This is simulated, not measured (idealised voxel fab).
The process module presented herein is designated voxel capacitor over wiring.
The cross-section on display is named cut; it measures 225 nm wide, and its cells are 5 nm squares.
We lay out every cross-section as a grid of square cells and spell it out in bands from the top down, where one band means one or more rows of cells.
In this notation a band is specified by the heights of its top and bottom, in that order and in nm, after which its materials appear from left to right, each paired with its width in nm. The word "all across" attached to a single material means that material fills the band from edge to edge; the word "empty" stands for empty space.
Basically, 0 is our baseline, since under it the wafer straight out of the box is all one material. The bottom band has no lower end and keeps on going down, so it looks like "0 down".
Note: "30..40" means the width goes from the first number (top row of the band) to the second number (bottom row) in equal steps per row of cells.
The cross-section has no changed cell in any step marked "changes: none".
Listed in "Cavities, sealed": every empty space of 8 or more cells without an open way to the top. Form: width x height at distance, the distance being from the left edge, all in nm.
If you see something after the settings on a step's line, that's the simulator's own remark about that step.
The optional step-line setting "overlay nm" applies to steps with a mask and quantifies how far to the right of its planned location the mask lay, a negative value indicating leftward placement.
# Steps in the process plan
1. RECEIVE: material Si
2. CONFORMAL_DEP: material SiO2, thk nm 10
3. CONFORMAL_DEP: material SiCN, thk nm 5
4. DIRECTIONAL_DEP: material SiO2, thk nm 20
5. PATTERN: tone open, mask id METAL_1, material resist, width nm 30, pitch nm 100, thk nm 20, overlay nm 0
6. DIRECTIONAL_ETCH: etch materials SiO2, depth nm 20
7. DIRECTIONAL_ETCH: etch materials SiCN, depth nm 5
8. STRIP: etch materials resist
9. CONFORMAL_DEP: material TiN, thk nm 5
10. FILL_DEP: material Cu, thk nm 10
11. CMP: height nm 35
12. EPI: material Ru, thk nm 5
13. FILL_DEP: material SiCN, thk nm 5
14. DIRECTIONAL_DEP: material lowk, thk nm 20
15. PATTERN: tone open, mask id PLUG_1, material resist, width nm 15, thk nm 20, overlay nm 0
16. DIRECTIONAL_ETCH: etch materials lowk, depth nm 20
17. DIRECTIONAL_ETCH: etch materials SiCN, depth nm 5
18. STRIP: etch materials resist
19. CONFORMAL_DEP: material TiN, thk nm 5
20. FILL_DEP: material W, thk nm 10
21. CMP: height nm 65
22. DIRECTIONAL_DEP: material TiN, thk nm 10
23. DIRECTIONAL_DEP: material Al2O3, thk nm 5
24. DIRECTIONAL_DEP: material TiN, thk nm 5
25. MASKED_ETCH: tone cover, mask id UPPER_PLATE, width nm 75, etch materials TiN, depth nm 5, overlay nm 0
26. MASKED_ETCH: tone cover, mask id UPPER_PLATE, width nm 65, etch materials Al2O3, depth nm 5, overlay nm 0
27. PATTERN: tone cover, mask id LOWER_PLATE, material resist, width nm 85, thk nm 15, overlay nm 0
28. DIRECTIONAL_ETCH: etch materials TiN, depth nm 10
29. STRIP: etch materials resist
30. FILL_DEP: material SiO2, thk nm 20
31. CMP: height nm 100
32. PATTERN: tone open, mask id PLUG_2, material resist, width nm 15, thk nm 15, overlay nm 0
33. DIRECTIONAL_ETCH: etch materials SiO2, depth nm 15
34. STRIP: etch materials resist
35. CONFORMAL_DEP: material TiN, thk nm 5
36. FILL_DEP: material W, thk nm 10
37. CMP: height nm 100
38. CONFORMAL_DEP: material SiN, thk nm 5
Variable across wafers: step 26 width nm (plan value is that of the first wafer; starting state common to all).
# Cross-section, first of several wafers, as delivered after step 1
> 0 down = Si all across
> Cavities, sealed: none
# The rows of the table below are wafers. Looking at the end of the module, a row counts, for every material, the cells the wafer has gained, shown as (+), or lost, shown as (-), since it was received; its closed voids come next
width nm 65 | +15 Al2O3 | +32 Cu | +16 Ru | +104 SiCN | +45 SiN | +464 SiO2 | +95 TiN | +6 W | +168 lowk | Cavities, sealed: none
width nm 70 | +15 Al2O3 | +32 Cu | +16 Ru | +104 SiCN | +45 SiN | +464 SiO2 | +95 TiN | +6 W | +168 lowk | Cavities, sealed: none
width nm 75 | +15 Al2O3 | +32 Cu | +16 Ru | +104 SiCN | +45 SiN | +464 SiO2 | +95 TiN | +6 W | +168 lowk | Cavities, sealed: none
width nm 80 | +16 Al2O3 | +32 Cu | +16 Ru | +104 SiCN | +45 SiN | +463 SiO2 | +95 TiN | +6 W | +168 lowk | Cavities, sealed: none
width nm 85 | +17 Al2O3 | +32 Cu | +16 Ru | +104 SiCN | +45 SiN | +462 SiO2 | +95 TiN | +6 W | +168 lowk | Cavities, sealed: none
width nm 90 | +18 Al2O3 | +32 Cu | +16 Ru | +104 SiCN | +45 SiN | +459 SiO2 | +97 TiN | +6 W | +168 lowk | Cavities, sealed: none
